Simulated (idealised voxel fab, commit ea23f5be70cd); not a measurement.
process module | voxel self aligned vias
cross-section cut | 290 nm wide | cells 5 nm
In this document a cross-section is written as a grid of square cells. It is given as a series of bands, listed from the top down, and a band is one or more rows of cells.
It is stipulated that each band's entry specify, in nanometres, the height of the top of the band and then that of its bottom, followed by the materials of the band in left-to-right sequence, each together with its width in nanometres. A single material marked by the word "everywhere" is understood to fill the band from edge to edge; the word "empty" is understood to denote empty space.
Basically, 0 is our baseline, since under it the wafer straight out of the box is all one material. The bottom band has no lower end and keeps on going down, so it looks like "0 -> down".
Graded width ("30 to 40"): value in top row of band = first number; value in bottom row = second number; row-to-row change constant.
You'll sometimes find "nothing was modified" written for a step, and that's the way of saying that nowhere in the cross-section did a cell change during that step.
"Non-vented voids" contains a list of empty spaces, each no smaller than 8 cells and without an open way to the top, written in the form width x height at distance with the distance from the left edge and all three in nm.
Step line, after settings: the simulator's comment on this step.
overlay nm: how far to the right of its planned place the mask lay on this masked step (negative: to the left).

PLANNED PROCESS STEPS
1: op RECEIVE | material Si
2: op CONFORMAL_DEP | material SiO2 | thk nm 15
3: op CONFORMAL_DEP | material SiCN | thk nm 5
4: op DIRECTIONAL_DEP | material lowk | thk nm 30
5: op DIRECTIONAL_DEP | material aC | thk nm 15
6: op PATTERN | tone open | mask id LINES | material resist | width nm 25 | pitch nm 60 | thk nm 35 | overlay nm 0
7: op DIRECTIONAL_ETCH | etch materials aC | depth nm 15
8: op STRIP | etch materials resist
9: op DIRECTIONAL_ETCH | etch materials lowk | depth nm 30
10: op STRIP | etch materials aC
11: op CONFORMAL_DEP | material TiN | thk nm 5
12: op FILL_DEP | material W | thk nm 10
13: op CMP | height nm 50
14: op SELECTIVE_ETCH | etch materials W Ru TiN | depth nm 5
15: op FILL_DEP | material SiN | thk nm 10
16: op CMP | height nm 50
17: op DIRECTIONAL_DEP | material lowk | thk nm 15
18: op MASKED_ETCH | tone open | mask id VIAS | width nm 45 | pitch nm 60 | etch materials lowk | depth nm 15 | overlay nm 0
19: op MASKED_ETCH | tone open | mask id VIAS | width nm 45 | pitch nm 60 | etch materials SiN | depth nm 5 | overlay nm -15
20: op CONFORMAL_DEP | material TiN | thk nm 5
21: op FILL_DEP | material Cu | thk nm 5
22: op CMP | height nm 65
23: op CONFORMAL_DEP | material SiCN | thk nm 5
Wafers differ in overlay nm at step 19; plan lists the first wafer's value; identical starting state.

CROSS-SECTION OF THE FIRST INCOMING WAFER OF SEVERAL, STATE AFTER STEP 1
  0 -> down = Si everywhere
  Non-vented voids: none

CROSS-SECTION OF THE FIRST OF SEVERAL WAFERS ONCE THE MODULE HAS RUN THROUGH ITS LAST STEP, STEP 23
  70 -> 65 = SiCN everywhere
  65 -> 55 = lowk 60 nm; TiN 5 nm; Cu 35 nm; TiN 5 nm; lowk 15 nm; TiN 5 nm; Cu 35 nm; TiN 5 nm; lowk 15 nm; TiN 5 nm; Cu 35 nm; TiN 5 nm; lowk 65 nm
  55 -> 50 = lowk 60 nm; TiN 15 nm; Cu 10 nm; TiN 20 nm; lowk 15 nm; TiN 15 nm; Cu 10 nm; TiN 20 nm; lowk 15 nm; TiN 15 nm; Cu 10 nm; TiN 20 nm; lowk 65 nm
  50 -> 45 = lowk 70 nm; TiN 20 nm; SiN 5 nm; lowk 35 nm; TiN 20 nm; SiN 5 nm; lowk 35 nm; TiN 20 nm; SiN 5 nm; lowk 75 nm
  45 -> 25 = lowk 70 nm; TiN 5 nm; W 15 nm; TiN 5 nm; lowk 35 nm; TiN 5 nm; W 15 nm; TiN 5 nm; lowk 35 nm; TiN 5 nm; W 15 nm; TiN 5 nm; lowk 75 nm
  25 -> 20 = lowk 70 nm; TiN 25 nm; lowk 35 nm; TiN 25 nm; lowk 35 nm; TiN 25 nm; lowk 75 nm
  20 -> 15 = SiCN everywhere
  15 -> 0 = SiO2 everywhere
  0 -> down = Si everywhere
  Non-vented voids: none

THE LAST WAFER AS SEEN IN CROSS-SECTION AT THE END OF THE MODULE
  70 -> 65 = SiCN everywhere
  65 -> 55 = lowk 60 nm; TiN 5 nm; Cu 35 nm; TiN 5 nm; lowk 15 nm; TiN 5 nm; Cu 35 nm; TiN 5 nm; lowk 15 nm; TiN 5 nm; Cu 35 nm; TiN 5 nm; lowk 65 nm
  55 -> 50 = lowk 60 nm; TiN 20 nm; Cu 10 nm; TiN 15 nm; lowk 15 nm; TiN 20 nm; Cu 10 nm; TiN 15 nm; lowk 15 nm; TiN 20 nm; Cu 10 nm; TiN 15 nm; lowk 65 nm
  50 -> 45 = lowk 70 nm; SiN 5 nm; TiN 20 nm; lowk 35 nm; SiN 5 nm; TiN 20 nm; lowk 35 nm; SiN 5 nm; TiN 20 nm; lowk 75 nm
  45 -> 25 = lowk 70 nm; TiN 5 nm; W 15 nm; TiN 5 nm; lowk 35 nm; TiN 5 nm; W 15 nm; TiN 5 nm; lowk 35 nm; TiN 5 nm; W 15 nm; TiN 5 nm; lowk 75 nm
  25 -> 20 = lowk 70 nm; TiN 25 nm; lowk 35 nm; TiN 25 nm; lowk 35 nm; TiN 25 nm; lowk 75 nm
  20 -> 15 = SiCN everywhere
  15 -> 0 = SiO2 everywhere
  0 -> down = Si everywhere
  Non-vented voids: none

THE ROWS OF THE TABLE BELOW ARE WAFERS. LOOKING AT THE END OF THE MODULE, A ROW COUNTS, FOR EVERY MATERIAL, THE CELLS THE WAFER HAS GAINED, SHOWN AS (+), OR LOST, SHOWN AS (-), SINCE IT WAS RECEIVED; ITS CLOSED VOIDS COME NEXT
overlay nm -15, +48 Cu, +116 SiCN, +3 SiN, +174 SiO2, +84 TiN, +36 W, +351 lowk, Non-vented voids: none
overlay nm -10, +51 Cu, +116 SiCN, +174 SiO2, +84 TiN, +36 W, +351 lowk, Non-vented voids: none
overlay nm -5, +51 Cu, +116 SiCN, +174 SiO2, +84 TiN, +36 W, +351 lowk, Non-vented voids: none
overlay nm 0, +51 Cu, +116 SiCN, +174 SiO2, +84 TiN, +36 W, +351 lowk, Non-vented voids: none
overlay nm 5, +51 Cu, +116 SiCN, +174 SiO2, +84 TiN, +36 W, +351 lowk, Non-vented voids: none
overlay nm 10, +51 Cu, +116 SiCN, +174 SiO2, +84 TiN, +36 W, +351 lowk, Non-vented voids: none
overlay nm 15, +48 Cu, +116 SiCN, +3 SiN, +174 SiO2, +84 TiN, +36 W, +351 lowk, Non-vented voids: none
